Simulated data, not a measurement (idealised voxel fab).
process module | voxel self aligned vias
cross-section cut | 175 nm wide | cells 5 nm
A cross-section is a grid of square cells, given in bands from the top down. A band is one or more rows of cells.
Each band's line starts with the height of the band's top and of its bottom, in nm. Then come its materials from left to right, each with its width in nm. One material with "throughout" fills the band from edge to edge. "air" is empty space.
Height 0 is the level under which the wafer as received is all one material. The lowest band goes on downwards, as in "0 down".
A width such as "30 to 40" changes by the same amount from each row of cells to the next, from the band's top row to its bottom row.
"no change" after a step means that no cell of the cross-section changed.
closed voids: empty space of 8 cells or more with no open way to the top, each as width x height at its distance from the left edge, in nm
after a step's settings: what the simulator itself notes on the step
overlay nm, on a step with a mask: how far to the right of its planned place the mask lay; to the left if negative
plan
1 op RECEIVE | material Si
2 op CONFORMAL_DEP | material SiO2 | thk nm 10
3 op CONFORMAL_DEP | material SiCN | thk nm 5
4 op DIRECTIONAL_DEP | material SiO2 | thk nm 20
5 op DIRECTIONAL_DEP | material aC | thk nm 10
6 op PATTERN | tone open | mask id LINES | material resist | width nm 20 | pitch nm 50 | thk nm 25 | overlay nm 0
7 op DIRECTIONAL_ETCH | etch materials aC | depth nm 10
8 op STRIP | etch materials resist
9 op DIRECTIONAL_ETCH | etch materials SiO2 | depth nm 20
10 op STRIP | etch materials aC
11 op CONFORMAL_DEP | material TiN | thk nm 5
12 op FILL_DEP | material W | thk nm 5
13 op CMP | height nm 35
14 op SELECTIVE_ETCH | etch materials W Ru TiN | depth nm 5
15 op FILL_DEP | material SiN | thk nm 10
16 op CMP | height nm 35
17 op DIRECTIONAL_DEP | material SiO2 | thk nm 15
18 op MASKED_ETCH | tone open | mask id VIAS | width nm 30 | pitch nm 100 | etch materials SiO2 | depth nm 15 | overlay nm 0
19 op MASKED_ETCH | tone open | mask id VIAS | width nm 30 | pitch nm 100 | etch materials SiN | depth nm 5 | overlay nm 0
20 op CONFORMAL_DEP | material TiN | thk nm 5
21 op FILL_DEP | material Ru | thk nm 5
22 op CMP | height nm 50
23 op CONFORMAL_DEP | material SiCN | thk nm 5
first wafer, as planned
as received, after step 1
  0 down: Si throughout
  closed voids: none
after step 2
  10 to 0: SiO2 throughout
  below 0: unchanged
after step 3
  15 to 10: SiCN throughout
  below 10: unchanged
after step 4
  35 to 15: SiO2 throughout
  below 15: unchanged
after step 5
  45 to 35: aC throughout
  below 35: unchanged
after step 6
  70 to 45: resist 25 | air 20 | resist 30 | air 20 | resist 30 | air 20 | resist 30
  below 45: unchanged
after step 7
  60 to 45: resist 25 | air 20 | resist 30 | air 20 | resist 30 | air 20 | resist 30
  45 to 35: aC 25 | air 20 | aC 30 | air 20 | aC 30 | air 20 | aC 30
  below 35: unchanged
after step 8
  45 to 35: aC 25 | air 20 | aC 30 | air 20 | aC 30 | air 20 | aC 30
  below 35: unchanged
after step 9
  45 to 35: aC 25 | air 20 | aC 30 | air 20 | aC 30 | air 20 | aC 30
  35 to 15: SiO2 25 | air 20 | SiO2 30 | air 20 | SiO2 30 | air 20 | SiO2 30
  below 15: unchanged
after step 10
  35 to 15: SiO2 25 | air 20 | SiO2 30 | air 20 | SiO2 30 | air 20 | SiO2 30
  below 15: unchanged
after step 11
  40 to 35: TiN 30 | air 10 | TiN 40 | air 10 | TiN 40 | air 10 | TiN 35
  35 to 20: SiO2 25 | TiN 5 | air 10 | TiN 5 | SiO2 30 | TiN 5 | air 10 | TiN 5 | SiO2 30 | TiN 5 | air 10 | TiN 5 | SiO2 30
  20 to 15: SiO2 25 | TiN 20 | SiO2 30 | TiN 20 | SiO2 30 | TiN 20 | SiO2 30
  below 15: unchanged
after step 12
  45 to 40: W throughout
  40 to 35: TiN 30 | W 10 | TiN 40 | W 10 | TiN 40 | W 10 | TiN 35
  35 to 20: SiO2 25 | TiN 5 | W 10 | TiN 5 | SiO2 30 | TiN 5 | W 10 | TiN 5 | SiO2 30 | TiN 5 | W 10 | TiN 5 | SiO2 30
  below 20: unchanged
after step 13
  35 to 20: SiO2 25 | TiN 5 | W 10 | TiN 5 | SiO2 30 | TiN 5 | W 10 | TiN 5 | SiO2 30 | TiN 5 | W 10 | TiN 5 | SiO2 30
  below 20: unchanged
after step 14
  35 to 30: SiO2 25 | air 20 | SiO2 30 | air 20 | SiO2 30 | air 20 | SiO2 30
  below 30: unchanged
after step 15
  45 to 35: SiN throughout
  35 to 30: SiO2 25 | SiN 20 | SiO2 30 | SiN 20 | SiO2 30 | SiN 20 | SiO2 30
  below 30: unchanged
after step 16
  35 to 30: SiO2 25 | SiN 20 | SiO2 30 | SiN 20 | SiO2 30 | SiN 20 | SiO2 30
  below 30: unchanged
after step 17
  50 to 35: SiO2 throughout
  below 35: unchanged
after step 18
  50 to 35: SiO2 20 | air 30 | SiO2 70 | air 30 | SiO2 25
  below 35: unchanged
after step 19
  50 to 35: SiO2 20 | air 30 | SiO2 70 | air 30 | SiO2 25
  35 to 30: SiO2 25 | air 20 | SiO2 30 | SiN 20 | SiO2 30 | air 20 | SiO2 30
  below 30: unchanged
after step 20
  55 to 50: TiN 25 | air 20 | TiN 80 | air 20 | TiN 30
  50 to 40: SiO2 20 | TiN 5 | air 20 | TiN 5 | SiO2 70 | TiN 5 | air 20 | TiN 5 | SiO2 25
  40 to 35: SiO2 20 | TiN 10 | air 10 | TiN 10 | SiO2 70 | TiN 10 | air 10 | TiN 10 | SiO2 25
  35 to 30: SiO2 25 | TiN 20 | SiO2 30 | SiN 20 | SiO2 30 | TiN 20 | SiO2 30
  below 30: unchanged
after step 21
  60 to 55: Ru throughout
  55 to 50: TiN 25 | Ru 20 | TiN 80 | Ru 20 | TiN 30
  50 to 40: SiO2 20 | TiN 5 | Ru 20 | TiN 5 | SiO2 70 | TiN 5 | Ru 20 | TiN 5 | SiO2 25
  40 to 35: SiO2 20 | TiN 10 | Ru 10 | TiN 10 | SiO2 70 | TiN 10 | Ru 10 | TiN 10 | SiO2 25
  below 35: unchanged
after step 22
  50 to 40: SiO2 20 | TiN 5 | Ru 20 | TiN 5 | SiO2 70 | TiN 5 | Ru 20 | TiN 5 | SiO2 25
  below 40: unchanged
after step 23
  55 to 50: SiCN throughout
  below 50: unchanged
second wafer: like start, like plan, one mistake. Through step 1 it matches the first wafer
when step 2 should have ended: no change
when step 3 should have ended
  5 to 0: SiCN throughout
  below 0: unchanged
when step 4 should have ended
  25 to 5: SiO2 throughout
  below 5: unchanged
when step 5 should have ended
  35 to 25: aC throughout
  below 25: unchanged
when step 6 should have ended
  60 to 35: resist 25 | air 20 | resist 30 | air 20 | resist 30 | air 20 | resist 30
  below 35: unchanged
when step 7 should have ended
  50 to 35: resist 25 | air 20 | resist 30 | air 20 | resist 30 | air 20 | resist 30
  35 to 25: aC 25 | air 20 | aC 30 | air 20 | aC 30 | air 20 | aC 30
  below 25: unchanged
when step 8 should have ended
  35 to 25: aC 25 | air 20 | aC 30 | air 20 | aC 30 | air 20 | aC 30
  below 25: unchanged
when step 9 should have ended
  35 to 25: aC 25 | air 20 | aC 30 | air 20 | aC 30 | air 20 | aC 30
  25 to 5: SiO2 25 | air 20 | SiO2 30 | air 20 | SiO2 30 | air 20 | SiO2 30
  below 5: unchanged
when step 10 should have ended
  25 to 5: SiO2 25 | air 20 | SiO2 30 | air 20 | SiO2 30 | air 20 | SiO2 30
  below 5: unchanged
when step 11 should have ended
  30 to 25: TiN 30 | air 10 | TiN 40 | air 10 | TiN 40 | air 10 | TiN 35
  25 to 10: SiO2 25 | TiN 5 | air 10 | TiN 5 | SiO2 30 | TiN 5 | air 10 | TiN 5 | SiO2 30 | TiN 5 | air 10 | TiN 5 | SiO2 30
  10 to 5: SiO2 25 | TiN 20 | SiO2 30 | TiN 20 | SiO2 30 | TiN 20 | SiO2 30
  below 5: unchanged
when step 12 should have ended
  35 to 30: W throughout
  30 to 25: TiN 30 | W 10 | TiN 40 | W 10 | TiN 40 | W 10 | TiN 35
  25 to 10: SiO2 25 | TiN 5 | W 10 | TiN 5 | SiO2 30 | TiN 5 | W 10 | TiN 5 | SiO2 30 | TiN 5 | W 10 | TiN 5 | SiO2 30
  below 10: unchanged
when step 13 should have ended: no change
when step 14 should have ended
  30 to 25: TiN 30 | W 10 | TiN 40 | W 10 | TiN 40 | W 10 | TiN 35
  below 25: unchanged
when step 15 should have ended
  40 to 30: SiN throughout
  below 30: unchanged
when step 16 should have ended
  35 to 30: SiN throughout
  below 30: unchanged
when step 17 should have ended
  50 to 35: SiO2 throughout
  below 35: unchanged
when step 18 should have ended
  50 to 35: SiO2 20 | air 30 | SiO2 70 | air 30 | SiO2 25
  below 35: unchanged
when step 19 should have ended
  50 to 35: SiO2 20 | air 30 | SiO2 70 | air 30 | SiO2 25
  35 to 30: SiN 20 | air 30 | SiN 70 | air 30 | SiN 25
  below 30: unchanged
when step 20 should have ended
  55 to 50: TiN 25 | air 20 | TiN 80 | air 20 | TiN 30
  50 to 35: SiO2 20 | TiN 5 | air 20 | TiN 5 | SiO2 70 | TiN 5 | air 20 | TiN 5 | SiO2 25
  35 to 30: SiN 20 | TiN 30 | SiN 70 | TiN 30 | SiN 25
  below 30: unchanged
when step 21 should have ended
  60 to 55: Ru throughout
  55 to 50: TiN 25 | Ru 20 | TiN 80 | Ru 20 | TiN 30
  50 to 35: SiO2 20 | TiN 5 | Ru 20 | TiN 5 | SiO2 70 | TiN 5 | Ru 20 | TiN 5 | SiO2 25
  below 35: unchanged
when step 22 should have ended
  50 to 35: SiO2 20 | TiN 5 | Ru 20 | TiN 5 | SiO2 70 | TiN 5 | Ru 20 | TiN 5 | SiO2 25
  below 35: unchanged
when step 23 should have ended
  55 to 50: SiCN throughout
  below 50: unchanged
what went wrong: step 2 was left out
at the end the second wafer has, in cells: 4 more of Ru | 19 more of SiN | 70 fewer of SiO2 | 35 more of TiN | 12 more of W
